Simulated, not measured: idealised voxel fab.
The process module presented herein is designated voxel ribs on slabs.
Each square cell in cross-section cut measures 5 nm, and the section as a whole is 290 nm wide.
Just so we're on the same page, the cross-sections are grids of square cells, and they're listed out in bands top to bottom, each band one or more rows deep. Within each band entry, the heights of the top and of the bottom of the band appear first, in that order and in nm; the materials of the band then follow from left to right, each with its corresponding width in nm. The designation "edge to edge" on a single material indicates that it fills the band from edge to edge; the designation "air" indicates empty space. Heights from 0 (as-received wafer is one material below). Bottom band endless downward, as "0 and below". When a width is written as two numbers, as in "30->40", the first number is the width in the top row of cells of the band and the second is the width in its bottom row, and the width changes by the same amount from each row to the next. "remained the same" for a step: no cell of the cross-section changed in that step. "Voids, enclosed": empty spaces of 8 cells or more with no open way to the top, each given as width x height at distance, distance from the left edge, all in nm. What comes after the settings on a step's line is commentary from the simulator itself on that step. overlay nm: for a step with a mask, the amount by which the mask lay right of where it was planned; a negative amount means left of it.

Intended process steps
1,RECEIVE [material Si]
2,DIRECTIONAL_DEP [material SiO2] [thk nm 30]
3,DIRECTIONAL_DEP [material SiN] [thk nm 15]
4,MASKED_ETCH [tone cover] [mask id RIB] [width nm 25] [etch materials SiN] [depth nm 10] [overlay nm 0]
5,MASKED_ETCH [tone cover] [mask id SLAB] [width nm 65] [etch materials SiN] [depth nm 5] [overlay nm 0]
6,FILL_DEP [material SiO2] [thk nm 15]
7,CMP [height nm 55]
8,DIRECTIONAL_DEP [material TiN] [thk nm 5]
9,DIRECTIONAL_DEP [material aC] [thk nm 10]
10,PATTERN [tone cover] [mask id HEATER] [material resist] [width nm 35] [thk nm 25] [overlay nm 0]
11,DIRECTIONAL_ETCH [etch materials aC] [depth nm 10]
12,STRIP [etch materials resist]
13,DIRECTIONAL_ETCH [etch materials TiN] [depth nm 10]
14,STRIP [etch materials aC]
15,CONFORMAL_DEP [material SiO2] [thk nm 5]
Heads up: all these wafers start the same, and what changes between them is the thk nm in step 8. The value you see in the plan is just what the first wafer got.

Received condition of the first of several wafers, sectioned: post-step 1
  0 and below = Si edge to edge
  Voids, enclosed: none

End of module: cross-section of the first of several wafers after step 15, the last step
  65 down to 60 = 120 air; 45 SiO2; 125 air
  60 down to 55 = 125 SiO2; 35 TiN; 130 SiO2
  55 down to 45 = SiO2 edge to edge
  45 down to 35 = 130 SiO2; 25 SiN; 135 SiO2
  35 down to 30 = 110 SiO2; 65 SiN; 115 SiO2
  30 down to 0 = SiO2 edge to edge
  0 and below = Si edge to edge
  Voids, enclosed: none

Sectional view of the last wafer upon completion of the module
  85 down to 80 = 120 air; 45 SiO2; 125 air
  80 down to 75 = 120 air; 5 SiO2; 35 TiN; 5 SiO2; 125 air
  75 down to 70 = 125 SiO2; 35 TiN; 130 SiO2
  70 down to 55 = TiN edge to edge
  55 down to 45 = SiO2 edge to edge
  45 down to 35 = 130 SiO2; 25 SiN; 135 SiO2
  35 down to 30 = 110 SiO2; 65 SiN; 115 SiO2
  30 down to 0 = SiO2 edge to edge
  0 and below = Si edge to edge
  Voids, enclosed: none

Gained (+) or lost (-) cells of each material since receipt, then closed voids: one row per wafer, at the end of the module
thk nm 5 | +23 SiN | +675 SiO2 | +7 TiN | Voids, enclosed: none
thk nm 10 | +23 SiN | +677 SiO2 | +14 TiN | Voids, enclosed: none
thk nm 15 | +23 SiN | +677 SiO2 | +72 TiN | Voids, enclosed: none
thk nm 20 | +23 SiN | +677 SiO2 | +130 TiN | Voids, enclosed: none
thk nm 25 | +23 SiN | +677 SiO2 | +188 TiN | Voids, enclosed: none
